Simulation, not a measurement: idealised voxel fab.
Process module under the name voxel transistor to metal
Shown is cross-section cut, with a width of 215 nm and square cells of size 5 nm.
This document writes a cross-section as a grid whose cells are square, and gives it as bands, listed from the top down; one or more rows of cells form a band. What a band's entry tells you: where the top is and where the bottom is, as heights in nm, and after that what lies inside, material by material from left to right, each with its width in nm. Empty space is written as the word "empty", and a single material marked with the word "edge to edge" occupies the band from edge to edge. Note: height 0 marks the level under which the wafer is uniformly one material as received. Lowest band unbounded below, written "0 -> down". A width given as "30..40" starts at the first number in the band's top row and ends at the second number in its bottom row, shifting by an equal amount at every step from row to row. "no alterations made", as given for a step, is the statement that not any cell of the cross-section underwent a change during that step. Reported under the label "Closed internal cavities" are the empty spaces having no open way to the top and comprising 8 cells or more; the notation for each is width x height at distance, in which the distance is measured from the left edge and all three values are in nm. Note: text after step settings on the step line = simulator remark on that step. overlay nm: where the mask lay relative to plan, measured to the right, on steps with a mask; negatives go left. For the reader: what remains of this document is a series of pairs, each showing a cross-section before one process step and a cross-section after that step which reaches down only to the lowest band that changed, with the step between them and its settings set out under the pair. It should not be assumed that a pair continues from the pair above it; the pairs can come from different runs of this module on the same starting wafer, and such continuity exists only where the entry headed "State before step" says so.

**State before step**
    65 -> 45: empty (60) | Ru (15) | empty (60) | Ru (15) | empty (65)
    45 -> 40: empty (60) | TiN (15) | empty (60) | TiN (15) | empty (65)
    40 -> 25: SiO2 (60) | TiN (5) | W (20) | TiN (5) | SiO2 (30) | TiN (5) | W (20) | TiN (5) | SiO2 (65)
    25 -> 20: SiO2 (60) | TiN (5) | W (20) | TiN (5) | SiN (5) | polySi (20) | SiN (5) | TiN (5) | W (20) | TiN (5) | SiO2 (65)
    20 -> 15: SiO2 (60) | TiN (30) | SiN (5) | polySi (20) | SiN (5) | TiN (30) | SiO2 (65)
    15 -> 0: SiO2 (55) | SiN (100) | SiO2 (60)
    0 -> -5: SiO2 edge to edge
    -5 -> -25: SiO2 (55) | Si (100) | SiO2 (60)
    -25 -> down: Si edge to edge
    Closed internal cavities: none

**Post-Process Section**
    75 -> 65: lowk edge to edge
    65 -> 45: lowk (60) | Ru (15) | lowk (60) | Ru (15) | lowk (65)
    45 -> 40: lowk (60) | TiN (15) | lowk (60) | TiN (15) | lowk (65)
    Beneath the level 40, the cross-section is identical to its previous state.
    Closed internal cavities: none
Between the two cross-sections shown above, the process step is FILL_DEP (material lowk; thk nm 10)

State before step: This step starts from the configuration shown after the step in the pair immediately above.

**Post-Process Section**
    65 -> 45: lowk (60) | Ru (15) | lowk (60) | Ru (15) | lowk (65)
    Beneath the level 45, the cross-section is identical to its previous state.
    Closed internal cavities: none
Between the two cross-sections shown above, the process step is CMP (height nm 65)

State before step: This step starts from the configuration shown after the step in the pair immediately above.

**Post-Process Section**
    70 -> 65: SiN edge to edge
    Beneath the level 65, the cross-section is identical to its previous state.
    Closed internal cavities: none
Between the two cross-sections shown above, the process step is CONFORMAL_DEP (material SiN; thk nm 5)

**State before step**
    35 -> 15: empty (55) | resist (100) | empty (60)
    15 -> 0: empty (55) | SiN (100) | empty (60)
    0 -> -5: empty (55) | SiO2 (100) | empty (60)
    -5 -> -25: empty (55) | Si (100) | empty (60)
    -25 -> down: Si edge to edge
    Closed internal cavities: none

**Post-Process Section**
    35 -> 15: empty (55) | resist (100) | empty (60)
    15 -> 0: empty (55) | SiN (100) | empty (60)
    0 -> -5: empty (55) | SiO2 (100) | empty (60)
    -5 -> -45: empty (55) | Si (100) | empty (60)
    Beneath the level -45, the cross-section is identical to its previous state.
    Closed internal cavities: none
Between the two cross-sections shown above, the process step is DIRECTIONAL_ETCH (etch materials Si; depth nm 20)

State before step: This step starts from the configuration shown after the step in the pair immediately above.

**Post-Process Section**
    15 -> 0: empty (55) | SiN (100) | empty (60)
    Beneath the level 0, the cross-section is identical to its previous state.
    Closed internal cavities: none
Between the two cross-sections shown above, the process step is STRIP (etch materials resist)

State before step: This step starts from the configuration shown after the step in the pair immediately above.

**Post-Process Section**
    30 -> 15: SiO2 edge to edge
    15 -> 0: SiO2 (55) | SiN (100) | SiO2 (60)
    0 -> -5: SiO2 edge to edge
    -5 -> -45: SiO2 (55) | Si (100) | SiO2 (60)
    Beneath the level -45, the cross-section is identical to its previous state.
    Closed internal cavities: none
Between the two cross-sections shown above, the process step is FILL_DEP (material SiO2; thk nm 15)

State before step: This step starts from the configuration shown after the step in the pair immediately above.

**Post-Process Section**
    15 -> 0: SiO2 (55) | SiN (100) | SiO2 (60)
    Beneath the level 0, the cross-section is identical to its previous state.
    Closed internal cavities: none
Between the two cross-sections shown above, the process step is CMP (height nm 15)

State before step: This step starts from the configuration shown after the step in the pair immediately above.

**Post-Process Section**
    15 -> 5: empty (55) | SiN (100) | empty (60)
    Beneath the level 5, the cross-section is identical to its previous state.
    Closed internal cavities: none
Between the two cross-sections shown above, the process step is SELECTIVE_ETCH (etch materials SiO2; depth nm 10)

State before step: This step starts from the configuration shown after the step in the pair immediately above.

**Post-Process Section**
    5 -> 0: SiO2 (55) | empty (100) | SiO2 (60)
    Beneath the level 0, the cross-section is identical to its previous state.
    Closed internal cavities: none
Between the two cross-sections shown above, the process step is STRIP (etch materials SiN)

State before step: This step starts from the configuration shown after the step in the pair immediately above.

**Post-Process Section**
    0 -> -5: SiO2 (50) | empty (110) | SiO2 (55)
    Beneath the level -5, the cross-section is identical to its previous state.
    Closed internal cavities: none
Between the two cross-sections shown above, the process step is SELECTIVE_ETCH (etch materials SiO2; depth nm 5)

State before step: This step starts from the configuration shown after the step in the pair immediately above.

**Post-Process Section**
    0 -> -5: SiO2 (50) | empty (110) | SiO2 (55)
    -5 -> -10: SiO2 edge to edge
    Beneath the level -10, the cross-section is identical to its previous state.
    Closed internal cavities: none
Between the two cross-sections shown above, the process step is OXIDIZE (depth nm 5)

State before step: This step starts from the configuration shown after the step in the pair immediately above.

**Post-Process Section**
    20 -> 15: polySi (50) | empty (110) | polySi (55)
    15 -> 0: polySi edge to edge
    0 -> -5: SiO2 (50) | polySi (110) | SiO2 (55)
    Beneath the level -5, the cross-section is identical to its previous state.
    Closed internal cavities: none
Between the two cross-sections shown above, the process step is DIRECTIONAL_DEP (material polySi; thk nm 20)

State before step: This step starts from the configuration shown after the step in the pair immediately above.

**Post-Process Section**
    30 -> 25: SiCN (50) | empty (110) | SiCN (55)
    25 -> 20: SiCN edge to edge
    20 -> 15: polySi (50) | SiCN (110) | polySi (55)
    Beneath the level 15, the cross-section is identical to its previous state.
    Closed internal cavities: none
Between the two cross-sections shown above, the process step is DIRECTIONAL_DEP (material SiCN; thk nm 10)

State before step: This step starts from the configuration shown after the step in the pair immediately above.

**Post-Process Section**
    45 -> 30: empty (95) | resist (20) | empty (100)
    30 -> 25: SiCN (50) | empty (45) | resist (20) | empty (45) | SiCN (55)
    Beneath the level 25, the cross-section is identical to its previous state.
    Closed internal cavities: none
Between the two cross-sections shown above, the process step is PATTERN (tone cover; mask id GATE; material resist; width nm 20; thk nm 15; overlay nm 0)

State before step: This step starts from the configuration shown after the step in the pair immediately above.

**Post-Process Section**
    45 -> 25: empty (95) | resist (20) | empty (100)
    25 -> 20: empty (95) | SiCN (20) | empty (100)
    20 -> 15: polySi (50) | empty (45) | SiCN (20) | empty (45) | polySi (55)
    Beneath the level 15, the cross-section is identical to its previous state.
    Closed internal cavities: none
Between the two cross-sections shown above, the process step is DIRECTIONAL_ETCH (etch materials SiCN; depth nm 20)

State before step: This step starts from the configuration shown after the step in the pair immediately above.

**Post-Process Section**
    45 -> 25: empty (95) | resist (20) | empty (100)
    25 -> 15: empty (95) | SiCN (20) | empty (100)
    15 -> 0: empty (95) | polySi (20) | empty (100)
    0 -> -5: SiO2 (50) | empty (45) | polySi (20) | empty (45) | SiO2 (55)
    Beneath the level -5, the cross-section is identical to its previous state.
    Closed internal cavities: none
Between the two cross-sections shown above, the process step is DIRECTIONAL_ETCH (etch materials polySi; depth nm 30)

State before step: This step starts from the configuration shown after the step in the pair immediately above.

**Post-Process Section**
    25 -> 15: empty (95) | SiCN (20) | empty (100)
    Beneath the level 15, the cross-section is identical to its previous state.
    Closed internal cavities: none
Between the two cross-sections shown above, the process step is STRIP (etch materials resist)

State before step: This step starts from the configuration shown after the step in the pair immediately above.

**Post-Process Section**
    30 -> 25: empty (90) | SiN (30) | empty (95)
    25 -> 15: empty (90) | SiN (5) | SiCN (20) | SiN (5) | empty (95)
    15 -> 5: empty (90) | SiN (5) | polySi (20) | SiN (5) | empty (95)
    5 -> 0: SiN (55) | empty (35) | SiN (5) | polySi (20) | SiN (5) | empty (35) | SiN (60)
    0 -> -5: SiO2 (50) | SiN (45) | polySi (20) | SiN (45) | SiO2 (55)
    Beneath the level -5, the cross-section is identical to its previous state.
    Closed internal cavities: none
Between the two cross-sections shown above, the process step is CONFORMAL_DEP (material SiN; thk nm 5)

State before step: This step starts from the configuration shown after the step in the pair immediately above.

**Post-Process Section**
    25 -> 15: empty (90) | SiN (5) | SiCN (20) | SiN (5) | empty (95)
    15 -> 0: empty (90) | SiN (5) | polySi (20) | SiN (5) | empty (95)
    0 -> -5: SiO2 (50) | SiN (5) | empty (35) | SiN (5) | polySi (20) | SiN (5) | empty (35) | SiN (5) | SiO2 (55)
    Beneath the level -5, the cross-section is identical to its previous state.
    Closed internal cavities: none
Between the two cross-sections shown above, the process step is DIRECTIONAL_ETCH (etch materials SiN; depth nm 5)

State before step: This step starts from the configuration shown after the step in the pair immediately above.

**Post-Process Section**
    25 -> 15: empty (90) | SiN (5) | SiCN (20) | SiN (5) | empty (95)
    15 -> 0: empty (90) | SiN (5) | polySi (20) | SiN (5) | empty (95)
    0 -> -5: empty (50) | SiN (5) | empty (35) | SiN (5) | polySi (20) | SiN (5) | empty (35) | SiN (5) | empty (55)
    -5 -> -10: SiO2 (55) | empty (35) | SiO2 (30) | empty (35) | SiO2 (60)
    Beneath the level -10, the cross-section is identical to its previous state.
    Closed internal cavities: none
Between the two cross-sections shown above, the process step is DIRECTIONAL_ETCH (etch materials SiO2; depth nm 5)

State before step: This step starts from the configuration shown after the step in the pair immediately above.

**Post-Process Section**
    25 -> 15: empty (90) | SiN (5) | SiCN (20) | SiN (5) | empty (95)
    15 -> 0: empty (90) | SiN (5) | polySi (20) | SiN (5) | empty (95)
    0 -> -5: empty (50) | SiN (5) | empty (35) | SiN (5) | polySi (20) | SiN (5) | empty (35) | SiN (5) | empty (55)
    -5 -> -10: SiO2 (55) | empty (35) | SiO2 (30) | empty (35) | SiO2 (60)
    -10 -> -15: SiO2 (55) | empty (35) | Si (30) | empty (35) | SiO2 (60)
    Beneath the level -15, the cross-section is identical to its previous state.
    Closed internal cavities: none
Between the two cross-sections shown above, the process step is DIRECTIONAL_ETCH (etch materials Si; depth nm 5)

State before step: This step starts from the configuration shown after the step in the pair immediately above.

**Post-Process Section**
    25 -> 15: empty (90) | SiN (5) | SiCN (20) | SiN (5) | empty (95)
    15 -> 0: empty (90) | SiN (5) | polySi (20) | SiN (5) | empty (95)
    0 -> -5: empty (50) | SiN (5) | empty (35) | SiN (5) | polySi (20) | SiN (5) | empty (35) | SiN (5) | empty (55)
    -5 -> -10: SiO2 (55) | empty (30) | SiGe (5) | SiO2 (30) | SiGe (5) | empty (30) | SiO2 (60)
    -10 -> -15: SiO2 (55) | SiGe (35) | Si (30) | SiGe (35) | SiO2 (60)
    Beneath the level -15, the cross-section is identical to its previous state.
    Closed internal cavities: none
Between the two cross-sections shown above, the process step is EPI (material SiGe; thk nm 5)

State before step: This step starts from the configuration shown after the step in the pair immediately above.

**Post-Process Section**
    35 -> 25: SiO2 edge to edge
    25 -> 15: SiO2 (90) | SiN (5) | SiCN (20) | SiN (5) | SiO2 (95)
    15 -> 0: SiO2 (90) | SiN (5) | polySi (20) | SiN (5) | SiO2 (95)
    0 -> -5: SiO2 (50) | SiN (5) | SiO2 (35) | SiN (5) | polySi (20) | SiN (5) | SiO2 (35) | SiN (5) | SiO2 (55)
    -5 -> -10: SiO2 (85) | SiGe (5) | SiO2 (30) | SiGe (5) | SiO2 (90)
    Beneath the level -10, the cross-section is identical to its previous state.
    Closed internal cavities: none
Between the two cross-sections shown above, the process step is FILL_DEP (material SiO2; thk nm 10)

State before step: This step starts from the configuration shown after the step in the pair immediately above.

**Post-Process Section**
    25 -> 15: SiO2 (90) | SiN (5) | SiCN (20) | SiN (5) | SiO2 (95)
    Beneath the level 15, the cross-section is identical to its previous state.
    Closed internal cavities: none
Between the two cross-sections shown above, the process step is CMP (height nm 25)

State before step: This step starts from the configuration shown after the step in the pair immediately above.

**Post-Process Section**
    40 -> 25: SiO2 edge to edge
    Beneath the level 25, the cross-section is identical to its previous state.
    Closed internal cavities: none
Between the two cross-sections shown above, the process step is DIRECTIONAL_DEP (material SiO2; thk nm 15)

State before step: This step starts from the configuration shown after the step in the pair immediately above.

**Post-Process Section**
    60 -> 40: resist (60) | empty (30) | resist (30) | empty (30) | resist (65)
    Beneath the level 40, the cross-section is identical to its previous state.
    Closed internal cavities: none
Between the two cross-sections shown above, the process step is PATTERN (tone open; mask id CONTACT; material resist; width nm 30; pitch nm 60; thk nm 20; overlay nm 0)

State before step: This step starts from the configuration shown after the step in the pair immediately above.

**Post-Process Section**
    60 -> 40: resist (60) | empty (30) | resist (30) | empty (30) | resist (65)
    40 -> 25: SiO2 (60) | empty (30) | SiO2 (30) | empty (30) | SiO2 (65)
    25 -> 15: SiO2 (60) | empty (30) | SiN (5) | SiCN (20) | SiN (5) | empty (30) | SiO2 (65)
    15 -> 0: SiO2 (60) | empty (30) | SiN (5) | polySi (20) | SiN (5) | empty (30) | SiO2 (65)
    0 -> -5: SiO2 (50) | SiN (5) | SiO2 (5) | empty (30) | SiN (5) | polySi (20) | SiN (5) | empty (30) | SiO2 (5) | SiN (5) | SiO2 (55)
    -5 -> -10: SiO2 (60) | empty (25) | SiGe (5) | SiO2 (30) | SiGe (5) | empty (25) | SiO2 (65)
    Beneath the level -10, the cross-section is identical to its previous state.
    Closed internal cavities: none
Between the two cross-sections shown above, the process step is DIRECTIONAL_ETCH (etch materials SiO2; depth nm 50)

State before step: This step starts from the configuration shown after the step in the pair immediately above.

**Post-Process Section**
    40 -> 25: SiO2 (60) | empty (30) | SiO2 (30) | empty (30) | SiO2 (65)
    Beneath the level 25, the cross-section is identical to its previous state.
    Closed internal cavities: none
Between the two cross-sections shown above, the process step is STRIP (etch materials resist)

State before step: This step starts from the configuration shown after the step in the pair immediately above.

**Post-Process Section**
    45 -> 40: TiN (65) | empty (20) | TiN (40) | empty (20) | TiN (70)
    40 -> 25: SiO2 (60) | TiN (5) | empty (20) | TiN (5) | SiO2 (30) | TiN (5) | empty (20) | TiN (5) | SiO2 (65)
    25 -> 15: SiO2 (60) | TiN (5) | empty (20) | TiN (5) | SiN (5) | SiCN (20) | SiN (5) | TiN (5) | empty (20) | TiN (5) | SiO2 (65)
    15 -> 0: SiO2 (60) | TiN (5) | empty (20) | TiN (5) | SiN (5) | polySi (20) | SiN (5) | TiN (5) | empty (20) | TiN (5) | SiO2 (65)
    0 -> -5: SiO2 (50) | SiN (5) | SiO2 (5) | TiN (5) | empty (15) | TiN (10) | SiN (5) | polySi (20) | SiN (5) | TiN (10) | empty (15) | TiN (5) | SiO2 (5) | SiN (5) | SiO2 (55)
    -5 -> -10: SiO2 (60) | TiN (25) | SiGe (5) | SiO2 (30) | SiGe (5) | TiN (25) | SiO2 (65)
    Beneath the level -10, the cross-section is identical to its previous state.
    Closed internal cavities: none
Between the two cross-sections shown above, the process step is CONFORMAL_DEP (material TiN; thk nm 5)

State before step: This step starts from the configuration shown after the step in the pair immediately above.

**Post-Process Section**
    50 -> 45: W edge to edge
    45 -> 40: TiN (65) | W (20) | TiN (40) | W (20) | TiN (70)
    40 -> 25: SiO2 (60) | TiN (5) | W (20) | TiN (5) | SiO2 (30) | TiN (5) | W (20) | TiN (5) | SiO2 (65)
    25 -> 15: SiO2 (60) | TiN (5) | W (20) | TiN (5) | SiN (5) | SiCN (20) | SiN (5) | TiN (5) | W (20) | TiN (5) | SiO2 (65)
    15 -> 0: SiO2 (60) | TiN (5) | W (20) | TiN (5) | SiN (5) | polySi (20) | SiN (5) | TiN (5) | W (20) | TiN (5) | SiO2 (65)
    0 -> -5: SiO2 (50) | SiN (5) | SiO2 (5) | TiN (5) | W (15) | TiN (10) | SiN (5) | polySi (20) | SiN (5) | TiN (10) | W (15) | TiN (5) | SiO2 (5) | SiN (5) | SiO2 (55)
    Beneath the level -5, the cross-section is identical to its previous state.
    Closed internal cavities: none
Between the two cross-sections shown above, the process step is FILL_DEP (material W; thk nm 5)

State before step: This step starts from the configuration shown after the step in the pair immediately above.

**Post-Process Section**
    40 -> 25: SiO2 (60) | TiN (5) | W (20) | TiN (5) | SiO2 (30) | TiN (5) | W (20) | TiN (5) | SiO2 (65)
    Beneath the level 25, the cross-section is identical to its previous state.
    Closed internal cavities: none
Between the two cross-sections shown above, the process step is CMP (height nm 40)

State before step: This step starts from the configuration shown after the step in the pair immediately above.

**Post-Process Section**
    45 -> 40: TiN edge to edge
    Beneath the level 40, the cross-section is identical to its previous state.
    Closed internal cavities: none
Between the two cross-sections shown above, the process step is DIRECTIONAL_DEP (material TiN; thk nm 5)

State before step: This step starts from the configuration shown after the step in the pair immediately above.

**Post-Process Section**
    65 -> 45: Ru edge to edge
    Beneath the level 45, the cross-section is identical to its previous state.
    Closed internal cavities: none
Between the two cross-sections shown above, the process step is DIRECTIONAL_DEP (material Ru; thk nm 20)

State before step: This step starts from the configuration shown after the step in the pair immediately above.

**Post-Process Section**
    80 -> 65: empty (60) | resist (15) | empty (60) | resist (15) | empty (65)
    Beneath the level 65, the cross-section is identical to its previous state.
    Closed internal cavities: none
Between the two cross-sections shown above, the process step is PATTERN (tone cover; mask id METAL_1; material resist; width nm 15; pitch nm 75; thk nm 15; overlay nm 0)

State before step: This step starts from the configuration shown after the step in the pair immediately above.

**Post-Process Section**
    80 -> 65: empty (60) | resist (15) | empty (60) | resist (15) | empty (65)
    65 -> 45: empty (60) | Ru (15) | empty (60) | Ru (15) | empty (65)
    Beneath the level 45, the cross-section is identical to its previous state.
    Closed internal cavities: none
Between the two cross-sections shown above, the process step is DIRECTIONAL_ETCH (etch materials Ru; depth nm 20)

State before step: This step starts from the configuration shown after the step in the pair immediately above.

**Post-Process Section**
    80 -> 65: empty (60) | resist (15) | empty (60) | resist (15) | empty (65)
    65 -> 45: empty (60) | Ru (15) | empty (60) | Ru (15) | empty (65)
    45 -> 40: empty (60) | TiN (15) | empty (60) | TiN (15) | empty (65)
    Beneath the level 40, the cross-section is identical to its previous state.
    Closed internal cavities: none
Between the two cross-sections shown above, the process step is DIRECTIONAL_ETCH (etch materials TiN; depth nm 5)

State before step: This step starts from the configuration shown after the step in the pair immediately above.

**Post-Process Section**
    65 -> 45: empty (60) | Ru (15) | empty (60) | Ru (15) | empty (65)
    Beneath the level 45, the cross-section is identical to its previous state.
    Closed internal cavities: none
Between the two cross-sections shown above, the process step is STRIP (etch materials resist)

State before step: This step starts from the configuration shown after the step in the pair immediately above.

**Post-Process Section**
    75 -> 65: lowk edge to edge
    65 -> 45: lowk (60) | Ru (15) | lowk (60) | Ru (15) | lowk (65)
    45 -> 40: lowk (60) | TiN (15) | lowk (60) | TiN (15) | lowk (65)
    Beneath the level 40, the cross-section is identical to its previous state.
    Closed internal cavities: none
Between the two cross-sections shown above, the process step is FILL_DEP (material lowk; thk nm 10)

State before step: This step starts from the configuration shown after the step in the pair immediately above.

**Post-Process Section**
    65 -> 45: lowk (60) | Ru (15) | lowk (60) | Ru (15) | lowk (65)
    Beneath the level 45, the cross-section is identical to its previous state.
    Closed internal cavities: none
Between the two cross-sections shown above, the process step is CMP (height nm 65)

State before step: This step starts from the configuration shown after the step in the pair immediately above.

**Post-Process Section**
    70 -> 65: SiN edge to edge
    Beneath the level 65, the cross-section is identical to its previous state.
    Closed internal cavities: none
Between the two cross-sections shown above, the process step is CONFORMAL_DEP (material SiN; thk nm 5)

**State before step**
    15 -> 0: SiO2 (55) | SiN (100) | SiO2 (60)
    0 -> -5: SiO2 edge to edge
    -5 -> -25: SiO2 (55) | Si (100) | SiO2 (60)
    -25 -> down: Si edge to edge
    Closed internal cavities: none

**Post-Process Section**
    15 -> 0: SiO2 (55) | empty (100) | SiO2 (60)
    Beneath the level 0, the cross-section is identical to its previous state.
    Closed internal cavities: none
Between the two cross-sections shown above, the process step is STRIP (etch materials SiN)

State before step: This step starts from the configuration shown after the step in the pair immediately above.

**Post-Process Section**
    5 -> -5: SiO2 (45) | empty (120) | SiO2 (50)
    -5 -> -10: SiO2 (45) | empty (10) | Si (100) | empty (10) | SiO2 (50)
    Beneath the level -10, the cross-section is identical to its previous state.
    Closed internal cavities: none
Between the two cross-sections shown above, the process step is SELECTIVE_ETCH (etch materials SiO2; depth nm 10)

State before step: This step starts from the configuration shown after the step in the pair immediately above.

**Post-Process Section**
    0 -> -5: SiO2 (40) | empty (130) | SiO2 (45)
    -5 -> -15: SiO2 (40) | empty (15) | Si (100) | empty (15) | SiO2 (45)
    Beneath the level -15, the cross-section is identical to its previous state.
    Closed internal cavities: none
Between the two cross-sections shown above, the process step is SELECTIVE_ETCH (etch materials SiO2; depth nm 5)

State before step: This step starts from the configuration shown after the step in the pair immediately above.

**Post-Process Section**
    0 -> -5: SiO2 (40) | empty (130) | SiO2 (45)
    -5 -> -10: SiO2 (40) | empty (15) | SiO2 (100) | empty (15) | SiO2 (45)
    -10 -> -15: SiO2 (40) | empty (15) | SiO2 (5) | Si (90) | SiO2 (5) | empty (15) | SiO2 (45)
    -15 -> -25: SiO2 (60..55) | Si (90..100) | SiO2 (65..60)
    Beneath the level -25, the cross-section is identical to its previous state.
    Closed internal cavities: none
Between the two cross-sections shown above, the process step is OXIDIZE (depth nm 5)

State before step: This step starts from the configuration shown after the step in the pair immediately above.

**Post-Process Section**
    20 -> 15: polySi (40) | empty (130) | polySi (45)
    15 -> 5: polySi (40) | empty (15) | polySi (100) | empty (15) | polySi (45)
    5 -> 0: polySi edge to edge
    0 -> -5: SiO2 (40) | polySi (130) | SiO2 (45)
    -5 -> -10: SiO2 (40) | polySi (15) | SiO2 (100) | polySi (15) | SiO2 (45)
    -10 -> -15: SiO2 (40) | polySi (15) | SiO2 (5) | Si (90) | SiO2 (5) | polySi (15) | SiO2 (45)
    Beneath the level -15, the cross-section is identical to its previous state.
    Closed internal cavities: none
Between the two cross-sections shown above, the process step is DIRECTIONAL_DEP (material polySi; thk nm 20)

State before step: This step starts from the configuration shown after the step in the pair immediately above.

**Post-Process Section**
    30 -> 25: SiCN (40) | empty (130) | SiCN (45)
    25 -> 20: SiCN (40) | empty (15) | SiCN (100) | empty (15) | SiCN (45)
    20 -> 15: polySi (40) | empty (15) | SiCN (100) | empty (15) | polySi (45)
    15 -> 5: polySi (40) | SiCN (15) | polySi (100) | SiCN (15) | polySi (45)
    Beneath the level 5, the cross-section is identical to its previous state.
    Closed internal cavities: none
Between the two cross-sections shown above, the process step is DIRECTIONAL_DEP (material SiCN; thk nm 10)

State before step: This step starts from the configuration shown after the step in the pair immediately above.

**Post-Process Section**
    45 -> 30: empty (95) | resist (20) | empty (100)
    30 -> 25: SiCN (40) | empty (55) | resist (20) | empty (55) | SiCN (45)
    Beneath the level 25, the cross-section is identical to its previous state.
    Closed internal cavities: none
Between the two cross-sections shown above, the process step is PATTERN (tone cover; mask id GATE; material resist; width nm 20; thk nm 15; overlay nm 0)

State before step: This step starts from the configuration shown after the step in the pair immediately above.

**Post-Process Section**
    45 -> 25: empty (95) | resist (20) | empty (100)
    25 -> 20: empty (95) | SiCN (20) | empty (100)
    20 -> 15: polySi (40) | empty (55) | SiCN (20) | empty (55) | polySi (45)
    15 -> 5: polySi (40) | empty (15) | polySi (100) | empty (15) | polySi (45)
    Beneath the level 5, the cross-section is identical to its previous state.
    Closed internal cavities: none
Between the two cross-sections shown above, the process step is DIRECTIONAL_ETCH (etch materials SiCN; depth nm 20)

State before step: This step starts from the configuration shown after the step in the pair immediately above.

**Post-Process Section**
    45 -> 25: empty (95) | resist (20) | empty (100)
    25 -> 15: empty (95) | SiCN (20) | empty (100)
    15 -> 0: empty (95) | polySi (20) | empty (100)
    0 -> -5: SiO2 (40) | empty (55) | polySi (20) | empty (55) | SiO2 (45)
    -5 -> -10: SiO2 (40) | empty (15) | SiO2 (100) | empty (15) | SiO2 (45)
    -10 -> -15: SiO2 (40) | empty (15) | SiO2 (5) | Si (90) | SiO2 (5) | empty (15) | SiO2 (45)
    Beneath the level -15, the cross-section is identical to its previous state.
    Closed internal cavities: none
Between the two cross-sections shown above, the process step is DIRECTIONAL_ETCH (etch materials polySi; depth nm 30)

State before step: This step starts from the configuration shown after the step in the pair immediately above.

**Post-Process Section**
    25 -> 15: empty (95) | SiCN (20) | empty (100)
    Beneath the level 15, the cross-section is identical to its previous state.
    Closed internal cavities: none
Between the two cross-sections shown above, the process step is STRIP (etch materials resist)

State before step: This step starts from the configuration shown after the step in the pair immediately above.

**Post-Process Section**
    30 -> 25: empty (90) | SiN (30) | empty (95)
    25 -> 15: empty (90) | SiN (5) | SiCN (20) | SiN (5) | empty (95)
    15 -> 5: empty (90) | SiN (5) | polySi (20) | SiN (5) | empty (95)
    5 -> 0: SiN (45) | empty (45) | SiN (5) | polySi (20) | SiN (5) | empty (45) | SiN (50)
    0 -> -5: SiO2 (40) | SiN (5) | empty (5) | SiN (45) | polySi (20) | SiN (45) | empty (5) | SiN (5) | SiO2 (45)
    -5 -> -10: SiO2 (40) | SiN (5) | empty (5) | SiN (5) | SiO2 (100) | SiN (5) | empty (5) | SiN (5) | SiO2 (45)
    -10 -> -15: SiO2 (40) | SiN (15) | SiO2 (5) | Si (90) | SiO2 (5) | SiN (15) | SiO2 (45)
    Beneath the level -15, the cross-section is identical to its previous state.
    Closed internal cavities: none
Between the two cross-sections shown above, the process step is CONFORMAL_DEP (material SiN; thk nm 5)

State before step: This step starts from the configuration shown after the step in the pair immediately above.

**Post-Process Section**
    25 -> 15: empty (90) | SiN (5) | SiCN (20) | SiN (5) | empty (95)
    15 -> 0: empty (90) | SiN (5) | polySi (20) | SiN (5) | empty (95)
    0 -> -5: SiO2 (40) | SiN (5) | empty (45) | SiN (5) | polySi (20) | SiN (5) | empty (45) | SiN (5) | SiO2 (45)
    -5 -> -10: SiO2 (40) | SiN (5) | empty (5) | SiN (5) | SiO2 (100) | SiN (5) | empty (5) | SiN (5) | SiO2 (45)
    -10 -> -15: SiO2 (40) | SiN (5) | empty (5) | SiN (5) | SiO2 (5) | Si (90) | SiO2 (5) | SiN (5) | empty (5) | SiN (5) | SiO2 (45)
    Beneath the level -15, the cross-section is identical to its previous state.
    Closed internal cavities: none
Between the two cross-sections shown above, the process step is DIRECTIONAL_ETCH (etch materials SiN; depth nm 5)

State before step: This step starts from the configuration shown after the step in the pair immediately above.

**Post-Process Section**
    25 -> 15: empty (90) | SiN (5) | SiCN (20) | SiN (5) | empty (95)
    15 -> 0: empty (90) | SiN (5) | polySi (20) | SiN (5) | empty (95)
    0 -> -5: empty (40) | SiN (5) | empty (45) | SiN (5) | polySi (20) | SiN (5) | empty (45) | SiN (5) | empty (45)
    -5 -> -10: SiO2 (40) | SiN (5) | empty (5) | SiN (5) | empty (35) | SiO2 (30) | empty (35) | SiN (5) | empty (5) | SiN (5) | SiO2 (45)
    -10 -> -15: SiO2 (40) | SiN (5) | empty (5) | SiN (5) | SiO2 (5) | Si (90) | SiO2 (5) | SiN (5) | empty (5) | SiN (5) | SiO2 (45)
    -15 -> -20: SiO2 (45) | empty (5) | SiO2 (10) | Si (90) | SiO2 (10) | empty (5) | SiO2 (50)
    Beneath the level -20, the cross-section is identical to its previous state.
    Closed internal cavities: none
Between the two cross-sections shown above, the process step is DIRECTIONAL_ETCH (etch materials SiO2; depth nm 5)

State before step: This step starts from the configuration shown after the step in the pair immediately above.

**Post-Process Section**
    25 -> 15: empty (90) | SiN (5) | SiCN (20) | SiN (5) | empty (95)
    15 -> 0: empty (90) | SiN (5) | polySi (20) | SiN (5) | empty (95)
    0 -> -5: empty (40) | SiN (5) | empty (45) | SiN (5) | polySi (20) | SiN (5) | empty (45) | SiN (5) | empty (45)
    -5 -> -10: SiO2 (40) | SiN (5) | empty (5) | SiN (5) | empty (35) | SiO2 (30) | empty (35) | SiN (5) | empty (5) | SiN (5) | SiO2 (45)
    -10 -> -15: SiO2 (40) | SiN (5) | empty (5) | SiN (5) | SiO2 (5) | empty (30) | Si (30) | empty (30) | SiO2 (5) | SiN (5) | empty (5) | SiN (5) | SiO2 (45)
    Beneath the level -15, the cross-section is identical to its previous state.
    Closed internal cavities: none
Between the two cross-sections shown above, the process step is DIRECTIONAL_ETCH (etch materials Si; depth nm 5)

State before step: This step starts from the configuration shown after the step in the pair immediately above.

**Post-Process Section**
    25 -> 15: empty (90) | SiN (5) | SiCN (20) | SiN (5) | empty (95)
    15 -> 0: empty (90) | SiN (5) | polySi (20) | SiN (5) | empty (95)
    0 -> -5: empty (40) | SiN (5) | empty (45) | SiN (5) | polySi (20) | SiN (5) | empty (45) | SiN (5) | empty (45)
    -5 -> -10: SiO2 (40) | SiN (5) | empty (5) | SiN (5) | empty (30) | SiGe (5) | SiO2 (30) | SiGe (5) | empty (30) | SiN (5) | empty (5) | SiN (5) | SiO2 (45)
    -10 -> -15: SiO2 (40) | SiN (5) | empty (5) | SiN (5) | SiO2 (5) | SiGe (30) | Si (30) | SiGe (30) | SiO2 (5) | SiN (5) | empty (5) | SiN (5) | SiO2 (45)
    Beneath the level -15, the cross-section is identical to its previous state.
    Closed internal cavities: none
Between the two cross-sections shown above, the process step is EPI (material SiGe; thk nm 5)
